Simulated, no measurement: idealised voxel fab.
This section sets out a process module, namely voxel transistor to metal.
Cross-sectional view cut (width: 170 nm; square cell size: 5 nm).
Cross-sections here: square-cell grids, written as top-down lists of bands, a band being one or more rows of cells. For a band, the entry starts with two heights in nm, that of the top and then that of the bottom, and carries on with the band's materials in order from left to right, each alongside its width in nm; the word "full width" beside a single material means it fills the band edge to edge, and "air" means empty space. Heights are measured from 0, the level below which the as-received wafer is all one material; the lowest band has no bottom and continues downward, written as in "0 -> down". A two-number width, for instance "30..40", indicates that the width is equal to the first number in the top row of the band and to the second number in the bottom row, and that it changes by a constant amount per row of cells. Step marked "left unchanged"? Then no cell in the cross-section changed in it. Any empty space of 8 cells or more lacking an open way to the top shows up in "Closed-off voids" as width x height at distance, distance from the left edge, in nm. Anything after a step's settings on that line? It's the simulator's own note about the step. What "overlay nm" on a step's line means: if the step has a mask, that mask lay this far to the right of its planned place, or, when the value is negative, to the left.
[The following list gives the planned process steps]
1. RECEIVE (material Si)
2. OXIDIZE (depth nm 5)
3. CONFORMAL_DEP (material SiN; thk nm 15)
4. DIRECTIONAL_DEP (material aC; thk nm 15)
5. PATTERN (tone cover; mask id ACTIVE; material resist; width nm 115; thk nm 30; overlay nm 0)
6. DIRECTIONAL_ETCH (etch materials aC; depth nm 15)
7. STRIP (etch materials resist)
8. DIRECTIONAL_ETCH (etch materials SiN; depth nm 15)
9. DIRECTIONAL_ETCH (etch materials SiO2; depth nm 5)
10. DIRECTIONAL_ETCH (etch materials Si; depth nm 30)
11. STRIP (etch materials aC)
12. OXIDIZE (depth nm 5)
13. FILL_DEP (material SiO2; thk nm 5)
14. CMP (height nm 15)
15. SELECTIVE_ETCH (etch materials SiO2; depth nm 10)
16. STRIP (etch materials SiN)
17. SELECTIVE_ETCH (etch materials SiO2; depth nm 5)
18. OXIDIZE (depth nm 5)
19. DIRECTIONAL_DEP (material polySi; thk nm 30)
20. DIRECTIONAL_DEP (material SiCN; thk nm 10)
21. DIRECTIONAL_DEP (material aC; thk nm 10)
22. PATTERN (tone cover; mask id GATE; material resist; width nm 25; thk nm 30; overlay nm 0)
23. DIRECTIONAL_ETCH (etch materials aC; depth nm 10)
24. STRIP (etch materials resist)
25. DIRECTIONAL_ETCH (etch materials SiCN; depth nm 20)
26. DIRECTIONAL_ETCH (etch materials polySi; depth nm 40)
27. STRIP (etch materials aC)
28. CONFORMAL_DEP (material SiO2; thk nm 5)
29. DIRECTIONAL_ETCH (etch materials SiO2; depth nm 5)
30. CONFORMAL_DEP (material SiN; thk nm 5)
31. DIRECTIONAL_ETCH (etch materials SiN; depth nm 5)
32. DIRECTIONAL_ETCH (etch materials SiO2; depth nm 5)
33. EPI (material nSi; thk nm 5)
34. FILL_DEP (material SiO2; thk nm 5)
35. CMP (height nm 35)
36. DIRECTIONAL_DEP (material SiO2; thk nm 10)
37. DIRECTIONAL_DEP (material aC; thk nm 10)
38. PATTERN (tone open; mask id CONTACT; material resist; width nm 30; pitch nm 65; thk nm 30; overlay nm 0)
39. DIRECTIONAL_ETCH (etch materials aC; depth nm 10)
40. STRIP (etch materials resist)
41. DIRECTIONAL_ETCH (etch materials SiO2; depth nm 50)
42. STRIP (etch materials aC)
43. CONFORMAL_DEP (material TiN; thk nm 5)
44. FILL_DEP (material Ru; thk nm 10)
45. CMP (height nm 45)
46. DIRECTIONAL_DEP (material TiN; thk nm 5)
47. DIRECTIONAL_DEP (material Ru; thk nm 20)
48. MASKED_ETCH (tone cover; mask id METAL_1; width nm 15; pitch nm 80; etch materials Ru; depth nm 20; overlay nm 0)
49. MASKED_ETCH (tone cover; mask id METAL_1; width nm 15; pitch nm 80; etch materials TiN; depth nm 5; overlay nm 0)
50. FILL_DEP (material SiO2; thk nm 10)
51. CMP (height nm 70)
52. CONFORMAL_DEP (material SiCN; thk nm 5)
53. DIRECTIONAL_DEP (material SiO2; thk nm 30)
54. MASKED_ETCH (tone open; mask id METAL_2; width nm 15; pitch nm 80; etch materials SiO2; depth nm 15; overlay nm 0)
55. DIRECTIONAL_DEP (material aC; thk nm 10)
56. PATTERN (tone open; mask id METAL_2_HOLES; material resist; width nm 15; pitch nm 80; thk nm 25; overlay nm 0)
57. DIRECTIONAL_ETCH (etch materials aC; depth nm 10)
58. STRIP (etch materials resist)
59. DIRECTIONAL_ETCH (etch materials SiO2; depth nm 15)
60. DIRECTIONAL_ETCH (etch materials SiCN; depth nm 5)
61. STRIP (etch materials aC)
62. CONFORMAL_DEP (material TiN; thk nm 5)
63. FILL_DEP (material Cu; thk nm 10)
64. CMP (height nm 105)
65. CONFORMAL_DEP (material SiN; thk nm 5)
[Wafer at receipt (post step 1), cross-section]
    0 -> down | Si full width
    Closed-off voids: none
[The cross-section shown corresponds to the wafer at the conclusion of the module. The initial structure and the process plan are those presented above; however, one mistake occurred in executing the plan]
    110 -> 105 | SiN full width
    105 -> 100 | 35 SiO2; 15 TiN; 65 SiO2; 15 TiN; 40 SiO2
    100 -> 90 | 35 SiO2; 15 polySi; 65 SiO2; 15 polySi; 40 SiO2
    90 -> 75 | SiO2 full width
    75 -> 70 | SiCN full width
    70 -> 50 | 35 SiO2; 15 Ru; 65 SiO2; 15 Ru; 40 SiO2
    50 -> 45 | 35 SiO2; 15 TiN; 65 SiO2; 15 TiN; 40 SiO2
    45 -> 35 | 35 SiO2; 5 TiN; 20..15 Ru; 5..10 TiN; 35 SiO2; 5..10 TiN; 20..15 Ru; 5 TiN; 40 SiO2
    35 -> 25 | 35 SiO2; 5 TiN; 15 Ru; 5 TiN; 5 SiN; 5 SiO2; 25 SiCN; 5 SiO2; 5 SiN; 5 TiN; 15 Ru; 5 TiN; 40 SiO2
    25 -> 0 | 35 SiO2; 5 TiN; 15 Ru; 5 TiN; 5 SiN; 5 SiO2; 25 polySi; 5 SiO2; 5 SiN; 5 TiN; 15 Ru; 5 TiN; 40 SiO2
    0 -> -5 | 25 SiO2; 5 SiN; 5 SiO2; 25 TiN; 5 SiN; 5 SiO2; 25 polySi; 5 SiO2; 5 SiN; 25 TiN; 5 SiO2; 5 SiN; 30 SiO2
    -5 -> -10 | 30 SiO2; 30 nSi; 45 SiO2; 30 nSi; 35 SiO2
    -10 -> -40 | 30 SiO2; 105 Si; 35 SiO2
    -40 -> down | Si full width
    Closed-off voids: none
The mistake made against the process plan was this: step 55 did not happen as planned, as run it was DIRECTIONAL_DEP (material polySi; thk nm 10)
